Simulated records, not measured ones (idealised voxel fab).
The name of this process module is voxel double patterning.
Shown is cross-section cut, with a width of 260 nm and square cells of size 5 nm.
Cross-section format: a grid of square cells, given as bands from top to bottom; each band is one or more rows of cells.
Within each band entry, the heights of the top and of the bottom of the band appear first, in that order and in nm; the materials of the band then follow from left to right, each with its corresponding width in nm. The designation "everywhere" on a single material indicates that it fills the band from edge to edge; the designation "blank" indicates empty space.
Basically, 0 is our baseline, since under it the wafer straight out of the box is all one material. The bottom band has no lower end and keeps on going down, so it looks like "0 down".
The notation "30 to 40" denotes a width that varies across the rows of cells in the band, beginning at the first number in the top row, finishing at the second number in the bottom row, and changing by an identical amount from each row to the next.
It should be understood that the words "all unchanged", when stated for a given step, signify that the cross-section underwent no change in any of its cells during that step.
"Trapped void list": sealed empty spaces, 8 cells or more, no open way to top, listed width x height at distance, with distance from the left edge and width, height and distance in nm.
The remark found on a step's line after its settings is issued by the simulator itself and pertains to that step.
The line of a step may include "overlay nm". On a step with a mask, this value is how far to the right of its planned place the mask lay. A negative value means the mask lay to the left.
If you're wondering how to read the rest of this, here's the deal. It's pairs of cross-sections: one from before a process step, one from after it. The after one is only drawn as far down as the lowest band that changed. Right under each pair you'll see which step sits between them and what its settings were. Don't read the pairs as one continuous story, though. They can come from different runs of this module on the same starting wafer, and a pair only carries on from the one above it where its entry headed "Before the process" says so.
Before the process
    0 down = Si everywhere
    Trapped void list: none
Resulting Structure
    5 to 0 = SiO2 everywhere
    Beneath the level 0, the cross-section is identical to its previous state.
    Trapped void list: none
Which step turns the before cross-section above into the after cross-section? CONFORMAL_DEP [material SiO2] [thk nm 5]
Before the process: check the pair just above; its after cross-section is our before state.
Resulting Structure
    20 to 5 = TiN everywhere
    Beneath the level 5, the cross-section is identical to its previous state.
    Trapped void list: none
Which step turns the before cross-section above into the after cross-section? DIRECTIONAL_DEP [material TiN] [thk nm 15]
Before the process: check the pair just above; its after cross-section is our before state.
Resulting Structure
    30 to 20 = SiCN everywhere
    Beneath the level 20, the cross-section is identical to its previous state.
    Trapped void list: none
Which step turns the before cross-section above into the after cross-section? DIRECTIONAL_DEP [material SiCN] [thk nm 10]
Before the process: check the pair just above; its after cross-section is our before state.
Resulting Structure
    30 to 20 = 70 of SiCN  15 of blank  35 of SiCN  15 of blank  35 of SiCN  15 of blank  75 of SiCN
    Beneath the level 20, the cross-section is identical to its previous state.
    Trapped void list: none
Which step turns the before cross-section above into the after cross-section? MASKED_ETCH [tone open] [mask id FIRST] [width nm 15] [pitch nm 50] [etch materials SiCN] [depth nm 10] [overlay nm 0]
Before the process: check the pair just above; its after cross-section is our before state.
Resulting Structure
    30 to 20 = 70 of SiCN  15 of blank  10 of SiCN  15 of blank  10 of SiCN  15 of blank  10 of SiCN  15 of blank  10 of SiCN  15 of blank  75 of SiCN
    Beneath the level 20, the cross-section is identical to its previous state.
    Trapped void list: none
Which step turns the before cross-section above into the after cross-section? MASKED_ETCH [tone open] [mask id SECOND] [width nm 15] [pitch nm 50] [etch materials SiCN] [depth nm 10] [overlay nm 0]
Before the process: check the pair just above; its after cross-section is our before state.
Resulting Structure
    30 to 20 = 70 of SiCN  15 of blank  10 of SiCN  15 of blank  10 of SiCN  15 of blank  10 of SiCN  15 of blank  10 of SiCN  15 of blank  75 of SiCN
    20 to 5 = 70 of TiN  15 of blank  10 of TiN  15 of blank  10 of TiN  15 of blank  10 of TiN  15 of blank  10 of TiN  15 of blank  75 of TiN
    Beneath the level 5, the cross-section is identical to its previous state.
    Trapped void list: none
Which step turns the before cross-section above into the after cross-section? DIRECTIONAL_ETCH [etch materials TiN] [depth nm 15]
Before the process: check the pair just above; its after cross-section is our before state.
Resulting Structure
    20 to 5 = 70 of TiN  15 of blank  10 of TiN  15 of blank  10 of TiN  15 of blank  10 of TiN  15 of blank  10 of TiN  15 of blank  75 of TiN
    Beneath the level 5, the cross-section is identical to its previous state.
    Trapped void list: none
Which step turns the before cross-section above into the after cross-section? STRIP [etch materials SiCN]
Before the process
    0 down = Si everywhere
    Trapped void list: none
Resulting Structure
    15 to 0 = TiN everywhere
    Beneath the level 0, the cross-section is identical to its previous state.
    Trapped void list: none
Which step turns the before cross-section above into the after cross-section? DIRECTIONAL_DEP [material TiN] [thk nm 15]
Before the process: check the pair just above; its after cross-section is our before state.
Resulting Structure
    25 to 15 = SiCN everywhere
    Beneath the level 15, the cross-section is identical to its previous state.
    Trapped void list: none
Which step turns the before cross-section above into the after cross-section? DIRECTIONAL_DEP [material SiCN] [thk nm 10]
Before the process: check the pair just above; its after cross-section is our before state.
Resulting Structure
    25 to 15 = 70 of SiCN  15 of blank  35 of SiCN  15 of blank  35 of SiCN  15 of blank  75 of SiCN
    Beneath the level 15, the cross-section is identical to its previous state.
    Trapped void list: none
Which step turns the before cross-section above into the after cross-section? MASKED_ETCH [tone open] [mask id FIRST] [width nm 15] [pitch nm 50] [etch materials SiCN] [depth nm 10] [overlay nm 0]
Before the process: check the pair just above; its after cross-section is our before state.
Resulting Structure
    25 to 15 = 70 of SiCN  15 of blank  10 of SiCN  15 of blank  10 of SiCN  15 of blank  10 of SiCN  15 of blank  10 of SiCN  15 of blank  75 of SiCN
    Beneath the level 15, the cross-section is identical to its previous state.
    Trapped void list: none
Which step turns the before cross-section above into the after cross-section? MASKED_ETCH [tone open] [mask id SECOND] [width nm 15] [pitch nm 50] [etch materials SiCN] [depth nm 10] [overlay nm 0]
Before the process: check the pair just above; its after cross-section is our before state.
Resulting Structure
    25 to 15 = 70 of SiCN  15 of blank  10 of SiCN  15 of blank  10 of SiCN  15 of blank  10 of SiCN  15 of blank  10 of SiCN  15 of blank  75 of SiCN
    15 to 0 = 70 of TiN  15 of blank  10 of TiN  15 of blank  10 of TiN  15 of blank  10 of TiN  15 of blank  10 of TiN  15 of blank  75 of TiN
    Beneath the level 0, the cross-section is identical to its previous state.
    Trapped void list: none
Which step turns the before cross-section above into the after cross-section? DIRECTIONAL_ETCH [etch materials TiN] [depth nm 15]
Before the process: check the pair just above; its after cross-section is our before state.
Resulting Structure
    15 to 0 = 70 of TiN  15 of blank  10 of TiN  15 of blank  10 of TiN  15 of blank  10 of TiN  15 of blank  10 of TiN  15 of blank  75 of TiN
    Beneath the level 0, the cross-section is identical to its previous state.
    Trapped void list: none
Which step turns the before cross-section above into the after cross-section? STRIP [etch materials SiCN]
Before the process
    20 to 5 = TiN everywhere
    5 to 0 = SiO2 everywhere
    0 down = Si everywhere
    Trapped void list: none
Resulting Structure
    35 to 5 = TiN everywhere
    Beneath the level 5, the cross-section is identical to its previous state.
    Trapped void list: none
Which step turns the before cross-section above into the after cross-section? DIRECTIONAL_DEP [material TiN] [thk nm 15]
Before the process: check the pair just above; its after cross-section is our before state.
Resulting Structure
    45 to 35 = SiCN everywhere
    Beneath the level 35, the cross-section is identical to its previous state.
    Trapped void list: none
Which step turns the before cross-section above into the after cross-section? DIRECTIONAL_DEP [material SiCN] [thk nm 10]
Before the process: check the pair just above; its after cross-section is our before state.
Resulting Structure
    45 to 35 = 70 of SiCN  15 of blank  35 of SiCN  15 of blank  35 of SiCN  15 of blank  75 of SiCN
    Beneath the level 35, the cross-section is identical to its previous state.
    Trapped void list: none
Which step turns the before cross-section above into the after cross-section? MASKED_ETCH [tone open] [mask id FIRST] [width nm 15] [pitch nm 50] [etch materials SiCN] [depth nm 10] [overlay nm 0]
Before the process: check the pair just above; its after cross-section is our before state.
Resulting Structure
    45 to 35 = 70 of SiCN  15 of blank  10 of SiCN  15 of blank  10 of SiCN  15 of blank  10 of SiCN  15 of blank  10 of SiCN  15 of blank  75 of SiCN
    Beneath the level 35, the cross-section is identical to its previous state.
    Trapped void list: none
Which step turns the before cross-section above into the after cross-section? MASKED_ETCH [tone open] [mask id SECOND] [width nm 15] [pitch nm 50] [etch materials SiCN] [depth nm 10] [overlay nm 0]
Before the process: check the pair just above; its after cross-section is our before state.
Resulting Structure
    45 to 35 = 70 of SiCN  15 of blank  10 of SiCN  15 of blank  10 of SiCN  15 of blank  10 of SiCN  15 of blank  10 of SiCN  15 of blank  75 of SiCN
    35 to 20 = 70 of TiN  15 of blank  10 of TiN  15 of blank  10 of TiN  15 of blank  10 of TiN  15 of blank  10 of TiN  15 of blank  75 of TiN
    Beneath the level 20, the cross-section is identical to its previous state.
    Trapped void list: none
Which step turns the before cross-section above into the after cross-section? DIRECTIONAL_ETCH [etch materials TiN] [depth nm 15]
Before the process: check the pair just above; its after cross-section is our before state.
Resulting Structure
    35 to 20 = 70 of TiN  15 of blank  10 of TiN  15 of blank  10 of TiN  15 of blank  10 of TiN  15 of blank  10 of TiN  15 of blank  75 of TiN
    Beneath the level 20, the cross-section is identical to its previous state.
    Trapped void list: none
Which step turns the before cross-section above into the after cross-section? STRIP [etch materials SiCN]
Before the process
    15 to 0 = TiN everywhere
    0 down = Si everywhere
    Trapped void list: none
Resulting Structure
    20 to 15 = SiO2 everywhere
    Beneath the level 15, the cross-section is identical to its previous state.
    Trapped void list: none
Which step turns the before cross-section above into the after cross-section? CONFORMAL_DEP [material SiO2] [thk nm 5]
Before the process: check the pair just above; its after cross-section is our before state.
Resulting Structure
    30 to 20 = SiCN everywhere
    Beneath the level 20, the cross-section is identical to its previous state.
    Trapped void list: none
Which step turns the before cross-section above into the after cross-section? DIRECTIONAL_DEP [material SiCN] [thk nm 10]
Before the process: check the pair just above; its after cross-section is our before state.
Resulting Structure
    30 to 20 = 70 of SiCN  15 of blank  35 of SiCN  15 of blank  35 of SiCN  15 of blank  75 of SiCN
    Beneath the level 20, the cross-section is identical to its previous state.
    Trapped void list: none
Which step turns the before cross-section above into the after cross-section? MASKED_ETCH [tone open] [mask id FIRST] [width nm 15] [pitch nm 50] [etch materials SiCN] [depth nm 10] [overlay nm 0]
Before the process: check the pair just above; its after cross-section is our before state.
Resulting Structure
    30 to 20 = 70 of SiCN  15 of blank  10 of SiCN  15 of blank  10 of SiCN  15 of blank  10 of SiCN  15 of blank  10 of SiCN  15 of blank  75 of SiCN
    Beneath the level 20, the cross-section is identical to its previous state.
    Trapped void list: none
Which step turns the before cross-section above into the after cross-section? MASKED_ETCH [tone open] [mask id SECOND] [width nm 15] [pitch nm 50] [etch materials SiCN] [depth nm 10] [overlay nm 0]
Before the process: check the pair just above; its after cross-section is our before state.
Resulting Structure
    20 to 15 = SiO2 everywhere
    Beneath the level 15, the cross-section is identical to its previous state.
    Trapped void list: none
Which step turns the before cross-section above into the after cross-section? STRIP [etch materials SiCN]
Before the process
    5 to 0 = SiO2 everywhere
    0 down = Si everywhere
    Trapped void list: none
Resulting Structure
    15 to 5 = TiN everywhere
    Beneath the level 5, the cross-section is identical to its previous state.
    Trapped void list: none
Which step turns the before cross-section above into the after cross-section? DIRECTIONAL_DEP [material TiN] [thk nm 10]
Before the process: check the pair just above; its after cross-section is our before state.
Resulting Structure
    25 to 15 = SiCN everywhere
    Beneath the level 15, the cross-section is identical to its previous state.
    Trapped void list: none
Which step turns the before cross-section above into the after cross-section? DIRECTIONAL_DEP [material SiCN] [thk nm 10]
Before the process: check the pair just above; its after cross-section is our before state.
Resulting Structure
    25 to 15 = 70 of SiCN  15 of blank  35 of SiCN  15 of blank  35 of SiCN  15 of blank  75 of SiCN
    Beneath the level 15, the cross-section is identical to its previous state.
    Trapped void list: none
Which step turns the before cross-section above into the after cross-section? MASKED_ETCH [tone open] [mask id FIRST] [width nm 15] [pitch nm 50] [etch materials SiCN] [depth nm 10] [overlay nm 0]
Before the process: check the pair just above; its after cross-section is our before state.
Resulting Structure
    25 to 15 = 70 of SiCN  15 of blank  10 of SiCN  15 of blank  10 of SiCN  15 of blank  10 of SiCN  15 of blank  10 of SiCN  15 of blank  75 of SiCN
    Beneath the level 15, the cross-section is identical to its previous state.
    Trapped void list: none
Which step turns the before cross-section above into the after cross-section? MASKED_ETCH [tone open] [mask id SECOND] [width nm 15] [pitch nm 50] [etch materials SiCN] [depth nm 10] [overlay nm 0]
Before the process: check the pair just above; its after cross-section is our before state.
Resulting Structure
    25 to 15 = 70 of SiCN  15 of blank  10 of SiCN  15 of blank  10 of SiCN  15 of blank  10 of SiCN  15 of blank  10 of SiCN  15 of blank  75 of SiCN
    15 to 5 = 70 of TiN  15 of blank  10 of TiN  15 of blank  10 of TiN  15 of blank  10 of TiN  15 of blank  10 of TiN  15 of blank  75 of TiN
    Beneath the level 5, the cross-section is identical to its previous state.
    Trapped void list: none
Which step turns the before cross-section above into the after cross-section? DIRECTIONAL_ETCH [etch materials TiN] [depth nm 15]
Before the process: check the pair just above; its after cross-section is our before state.
Resulting Structure
    15 to 5 = 70 of TiN  15 of blank  10 of TiN  15 of blank  10 of TiN  15 of blank  10 of TiN  15 of blank  10 of TiN  15 of blank  75 of TiN
    Beneath the level 5, the cross-section is identical to its previous state.
    Trapped void list: none
Which step turns the before cross-section above into the after cross-section? STRIP [etch materials SiCN]
Before the process
    30 to 20 = 70 of SiCN  15 of blank  35 of SiCN  15 of blank  35 of SiCN  15 of blank  75 of SiCN
    20 to 5 = TiN everywhere
    5 to 0 = SiO2 everywhere
    0 down = Si everywhere
    Trapped void list: none
Resulting Structure
    30 to 20 = 70 of SiCN  15 of blank  5 of SiCN  25 of blank  5 of SiCN  15 of blank  5 of SiCN  25 of blank  5 of SiCN  15 of blank  75 of SiCN
    Beneath the level 20, the cross-section is identical to its previous state.
    Trapped void list: none
Which step turns the before cross-section above into the after cross-section? MASKED_ETCH [tone open] [mask id SECOND] [width nm 25] [pitch nm 50] [etch materials SiCN] [depth nm 10] [overlay nm 0]
Before the process: check the pair just above; its after cross-section is our before state.
Resulting Structure
    30 to 20 = 70 of SiCN  15 of blank  5 of SiCN  25 of blank  5 of SiCN  15 of blank  5 of SiCN  25 of blank  5 of SiCN  15 of blank  75 of SiCN
    20 to 5 = 70 of TiN  15 of blank  5 of TiN  25 of blank  5 of TiN  15 of blank  5 of TiN  25 of blank  5 of TiN  15 of blank  75 of TiN
    Beneath the level 5, the cross-section is identical to its previous state.
    Trapped void list: none
Which step turns the before cross-section above into the after cross-section? DIRECTIONAL_ETCH [etch materials TiN] [depth nm 15]
Before the process: check the pair just above; its after cross-section is our before state.
Resulting Structure
    20 to 5 = 70 of TiN  15 of blank  5 of TiN  25 of blank  5 of TiN  15 of blank  5 of TiN  25 of blank  5 of TiN  15 of blank  75 of TiN
    Beneath the level 5, the cross-section is identical to its previous state.
    Trapped void list: none
Which step turns the before cross-section above into the after cross-section? STRIP [etch materials SiCN]
Before the process
    30 to 20 = 70 of SiCN  15 of blank  35 of SiCN  15 of blank  35 of SiCN  15 of blank  75 of SiCN
    20 to 5 = TiN everywhere
    5 to 0 = SiO2 everywhere
    0 down = Si everywhere
    Trapped void list: none
Resulting Structure
    30 to 20 = 70 of SiCN  30 of blank  20 of SiCN  30 of blank  20 of SiCN  15 of blank  75 of SiCN
    Beneath the level 20, the cross-section is identical to its previous state.
    Trapped void list: none
Which step turns the before cross-section above into the after cross-section? MASKED_ETCH [tone open] [mask id SECOND] [width nm 15] [pitch nm 50] [etch materials SiCN] [depth nm 10] [overlay nm -10]
Before the process: check the pair just above; its after cross-section is our before state.
Resulting Structure
    30 to 20 = 70 of SiCN  30 of blank  20 of SiCN  30 of blank  20 of SiCN  15 of blank  75 of SiCN
    20 to 5 = 70 of TiN  30 of blank  20 of TiN  30 of blank  20 of TiN  15 of blank  75 of TiN
    Beneath the level 5, the cross-section is identical to its previous state.
    Trapped void list: none
Which step turns the before cross-section above into the after cross-section? DIRECTIONAL_ETCH [etch materials TiN] [depth nm 15]
Before the process: check the pair just above; its after cross-section is our before state.
Resulting Structure
    20 to 5 = 70 of TiN  30 of blank  20 of TiN  30 of blank  20 of TiN  15 of blank  75 of TiN
    Beneath the level 5, the cross-section is identical to its previous state.
    Trapped void list: none
Which step turns the before cross-section above into the after cross-section? STRIP [etch materials SiCN]
Before the process
    5 to 0 = SiO2 everywhere
    0 down = Si everywhere
    Trapped void list: none
Resulting Structure
    20 to 0 = SiO2 everywhere
    Beneath the level 0, the cross-section is identical to its previous state.
    Trapped void list: none
Which step turns the before cross-section above into the after cross-section? DIRECTIONAL_DEP [material SiO2] [thk nm 15]
Before the process: check the pair just above; its after cross-section is our before state.
Resulting Structure
    30 to 20 = SiCN everywhere
    Beneath the level 20, the cross-section is identical to its previous state.
    Trapped void list: none
Which step turns the before cross-section above into the after cross-section? DIRECTIONAL_DEP [material SiCN] [thk nm 10]
Before the process: check the pair just above; its after cross-section is our before state.
Resulting Structure
    30 to 20 = 70 of SiCN  15 of blank  35 of SiCN  15 of blank  35 of SiCN  15 of blank  75 of SiCN
    Beneath the level 20, the cross-section is identical to its previous state.
    Trapped void list: none
Which step turns the before cross-section above into the after cross-section? MASKED_ETCH [tone open] [mask id FIRST] [width nm 15] [pitch nm 50] [etch materials SiCN] [depth nm 10] [overlay nm 0]
Before the process: check the pair just above; its after cross-section is our before state.
Resulting Structure
    30 to 20 = 70 of SiCN  15 of blank  10 of SiCN  15 of blank  10 of SiCN  15 of blank  10 of SiCN  15 of blank  10 of SiCN  15 of blank  75 of SiCN
    Beneath the level 20, the cross-section is identical to its previous state.
    Trapped void list: none
Which step turns the before cross-section above into the after cross-section? MASKED_ETCH [tone open] [mask id SECOND] [width nm 15] [pitch nm 50] [etch materials SiCN] [depth nm 10] [overlay nm 0]
Before the process: check the pair just above; its after cross-section is our before state.
Resulting Structure
    20 to 0 = SiO2 everywhere
    Beneath the level 0, the cross-section is identical to its previous state.
    Trapped void list: none
Which step turns the before cross-section above into the after cross-section? STRIP [etch materials SiCN]
Before the process
    30 to 20 = SiCN everywhere
    20 to 5 = TiN everywhere
    5 to 0 = SiO2 everywhere
    0 down = Si everywhere
    Trapped void list: none
Resulting Structure
    30 to 20 = 70 of blank  15 of SiCN  35 of blank  15 of SiCN  35 of blank  15 of SiCN  75 of blank
    Beneath the level 20, the cross-section is identical to its previous state.
    Trapped void list: none
Which step turns the before cross-section above into the after cross-section? MASKED_ETCH [tone cover] [mask id FIRST] [width nm 15] [pitch nm 50] [etch materials SiCN] [depth nm 10] [overlay nm 0]
Before the process: check the pair just above; its after cross-section is our before state.
Resulting Structure
    30 to 20 = 70 of blank  15 of SiCN  35 of blank  15 of SiCN  35 of blank  15 of SiCN  75 of blank
    20 to 5 = 70 of blank  15 of TiN  35 of blank  15 of TiN  35 of blank  15 of TiN  75 of blank
    Beneath the level 5, the cross-section is identical to its previous state.
    Trapped void list: none
Which step turns the before cross-section above into the after cross-section? DIRECTIONAL_ETCH [etch materials TiN] [depth nm 15]
Before the process: check the pair just above; its after cross-section is our before state.
Resulting Structure
    20 to 5 = 70 of blank  15 of TiN  35 of blank  15 of TiN  35 of blank  15 of TiN  75 of blank
    Beneath the level 5, the cross-section is identical to its previous state.
    Trapped void list: none
Which step turns the before cross-section above into the after cross-section? STRIP [etch materials SiCN]
